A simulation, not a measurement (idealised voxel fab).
Process module under the name voxel self aligned contacts
The figure presents cross-section cut, which has a width of 265 nm and is divided into square cells with an edge length of 5 nm.
Cross-sections here: square-cell grids, written as top-down lists of bands, a band being one or more rows of cells.
For a band, the entry starts with two heights in nm, that of the top and then that of the bottom, and carries on with the band's materials in order from left to right, each alongside its width in nm; the word "full width" beside a single material means it fills the band edge to edge, and "blank" means empty space.
Where do heights start? At 0: under that level the wafer as delivered is made of one material only. And the lowest band has no floor; it just carries on downward, as in "top 0, no bottom".
A width given as "30->40" starts at the first number in the band's top row and ends at the second number in its bottom row, shifting by an equal amount at every step from row to row.
"no change occurred", as given for a step, is the statement that not any cell of the cross-section underwent a change during that step.
Listed in "Enclosed cavities": every empty space of 8 or more cells without an open way to the top. Form: width x height at distance, the distance being from the left edge, all in nm.
It should be noted that, on the line of a given step, the content following the step's settings is a remark produced by the simulator itself with respect to that step.
Among the settings permitted on a step's line is "overlay nm"; applied to a step with a mask, it specifies the extent to which the mask lay to the right of its planned position, whereas a negative figure signifies a position to the left.
[The planned process steps are enumerated hereunder]
1,RECEIVE: material Si
2,CONFORMAL_DEP: material SiO2, thk nm 5
3,DIRECTIONAL_DEP: material polySi, thk nm 25
4,DIRECTIONAL_DEP: material SiN, thk nm 20
5,PATTERN: tone cover, mask id GATE, material resist, width nm 30, pitch nm 70, thk nm 20, overlay nm 0
6,DIRECTIONAL_ETCH: etch materials SiN, depth nm 20
7,DIRECTIONAL_ETCH: etch materials polySi, depth nm 25
8,STRIP: etch materials resist
9,CONFORMAL_DEP: material SiN, thk nm 10
10,DIRECTIONAL_ETCH: etch materials SiN, depth nm 10
11,FILL_DEP: material SiO2, thk nm 15
12,CMP: height nm 60
13,MASKED_ETCH: tone open, mask id CONTACT, width nm 50, pitch nm 70, etch materials SiO2, depth nm 60, overlay nm 0
14,CONFORMAL_DEP: material TiN, thk nm 5
15,FILL_DEP: material Ru, thk nm 10
16,CMP: height nm 60
17,CONFORMAL_DEP: material SiN, thk nm 5
[As received (post step 1): cross-section]
- top 0, no bottom: Si full width
- Enclosed cavities: none
[Module complete, cross-section. Starting point and plan per above. One mistake made in running the module]
- top 65, bottom 60: SiN full width
- top 60, bottom 50: SiO2: 70 | TiN: 5->20 | Ru: 40->10 | TiN: 5->20 | SiO2: 20 | TiN: 5->20 | Ru: 40->10 | TiN: 5->20 | SiO2: 75
- top 50, bottom 35: SiO2: 35 | SiN: 50 | TiN: 5 | Ru: 10 | TiN: 5 | SiN: 50 | TiN: 5 | Ru: 10 | TiN: 5 | SiN: 50 | SiO2: 40
- top 35, bottom 30: SiO2: 35 | SiN: 50 | TiN: 20 | SiN: 50 | TiN: 20 | SiN: 50 | SiO2: 40
- top 30, bottom 5: TiN full width
- top 5, bottom 0: SiO2 full width
- top 0, no bottom: Si full width
- Enclosed cavities: none
Processing error: step 3 was not run as planned; what actually ran was DIRECTIONAL_DEP: material TiN, thk nm 25
